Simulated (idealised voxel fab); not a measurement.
process module | voxel wiring stack
The cross-section shown here is cut; it is 150 nm wide and divided into square cells measuring 5 nm on a side.
Heads up, the way a cross-section reads in here is a grid of square cells, handed over as bands from the top down, with every band being one or more rows of cells. The entry gives the band's vertical extent as a top height and a bottom height in nm, then its horizontal make-up as materials from left to right, each with a width in nm. "air" stands for empty space; a single material marked "all across" fills the band edge to edge. Zero point of the height axis is 0; under it, received wafer = one material. Lowest band: continues down indefinitely, "0 nm and below". Width: "30->40" (first number = top row, second number = bottom row, same change from row to row of cells). Where a step carries "nothing different", the cross-section came out of it unchanged, cell for cell. Entry "Unvented internal voids" = empty spaces >= 8 cells with no open way to the top; each as width x height at distance, distance from left edge, all nm. That trailing text on a step's line, after the settings, is the simulator's own remark on the step. Regarding "overlay nm": on a step with a mask, it is the distance the mask lay to the right of its planned place; a negative value places it to the left.

-- The planned process steps are enumerated hereunder
| 1 | RECEIVE: material Si |
| 2 | CONFORMAL_DEP: material SiO2, thk nm 10 |
| 3 | DIRECTIONAL_DEP: material TiN, thk nm 5 |
| 4 | DIRECTIONAL_DEP: material W, thk nm 20 |
| 5 | MASKED_ETCH: tone cover, mask id METAL_1, width nm 20, pitch nm 35, etch materials W, depth nm 20, overlay nm 0 |
| 6 | MASKED_ETCH: tone cover, mask id METAL_1, width nm 20, pitch nm 35, etch materials TiN, depth nm 5, overlay nm 0 |
| 7 | FILL_DEP: material lowk, thk nm 10 |
| 8 | CMP: height nm 35 |
| 9 | CONFORMAL_DEP: material SiCN, thk nm 5 |
| 10 | DIRECTIONAL_DEP: material SiO2, thk nm 20 |
| 11 | MASKED_ETCH: tone open, mask id PLUG_1, width nm 15, etch materials SiO2, depth nm 20, overlay nm 0 |
| 12 | MASKED_ETCH: tone open, mask id PLUG_1, width nm 15, etch materials SiCN, depth nm 5, overlay nm 0 |
| 13 | CONFORMAL_DEP: material TiN, thk nm 5 |
| 14 | FILL_DEP: material Ru, thk nm 5 |
| 15 | CMP: height nm 60 |
| 16 | CONFORMAL_DEP: material SiCN, thk nm 5 |
| 17 | DIRECTIONAL_DEP: material lowk, thk nm 25 |
| 18 | DIRECTIONAL_DEP: material aC, thk nm 10 |
| 19 | PATTERN: tone open, mask id METAL_2, material resist, width nm 20, pitch nm 35, thk nm 25, overlay nm 0 |
| 20 | DIRECTIONAL_ETCH: etch materials aC, depth nm 10 |
| 21 | STRIP: etch materials resist |
| 22 | DIRECTIONAL_ETCH: etch materials lowk, depth nm 25 |
| 23 | DIRECTIONAL_ETCH: etch materials SiCN, depth nm 5 |
| 24 | STRIP: etch materials aC |
| 25 | CONFORMAL_DEP: material TiN, thk nm 5 |
| 26 | FILL_DEP: material Ru, thk nm 5 |
| 27 | CMP: height nm 90 |
| 28 | EPI: material Ru, thk nm 5 |
| 29 | FILL_DEP: material SiCN, thk nm 5 |

-- Step 1 complete: cross-section of the wafer as received
0 nm and below  Si all across
Unvented internal voids: none

-- Sectioned view, first of two wafers, at the close of the module, processed as intended in the plan
100 nm to 95 nm  SiCN all across
95 nm to 90 nm  40 nm SiCN  30 nm Ru  5 nm SiCN  30 nm Ru  45 nm SiCN
90 nm to 65 nm  45 nm lowk  5 nm TiN  10 nm Ru  5 nm TiN  15 nm lowk  5 nm TiN  10 nm Ru  5 nm TiN  50 nm lowk
65 nm to 60 nm  45 nm SiCN  20 nm TiN  15 nm SiCN  20 nm TiN  50 nm SiCN
60 nm to 40 nm  45 nm SiO2  5 nm TiN  5 nm Ru  5 nm TiN  90 nm SiO2
40 nm to 35 nm  45 nm SiCN  15 nm TiN  90 nm SiCN
35 nm to 15 nm  45 nm lowk  20 nm W  15 nm lowk  20 nm W  50 nm lowk
15 nm to 10 nm  45 nm lowk  20 nm TiN  15 nm lowk  20 nm TiN  50 nm lowk
10 nm to 0 nm  SiO2 all across
0 nm and below  Si all across
Unvented internal voids: none

-- This cross-section belongs to the second wafer of two at the end of the module; the start and the plan were shared with the first, and the run included one mistake
95 nm to 90 nm  40 nm air  30 nm Ru  5 nm air  30 nm Ru  45 nm air
90 nm to 65 nm  45 nm lowk  5 nm TiN  10 nm Ru  5 nm TiN  15 nm lowk  5 nm TiN  10 nm Ru  5 nm TiN  50 nm lowk
65 nm to 60 nm  45 nm SiCN  20 nm TiN  15 nm SiCN  20 nm TiN  50 nm SiCN
60 nm to 40 nm  45 nm SiO2  5 nm TiN  5 nm Ru  5 nm TiN  90 nm SiO2
40 nm to 35 nm  45 nm SiCN  15 nm TiN  90 nm SiCN
35 nm to 15 nm  45 nm lowk  20 nm W  15 nm lowk  20 nm W  50 nm lowk
15 nm to 10 nm  45 nm lowk  20 nm TiN  15 nm lowk  20 nm TiN  50 nm lowk
10 nm to 0 nm  SiO2 all across
0 nm and below  Si all across
Unvented internal voids: none
Nonconformance to the process plan: plan step 29: skipped, not run
Final difference in cells, second wafer against first, listed per material as more or fewer: -48 SiCN
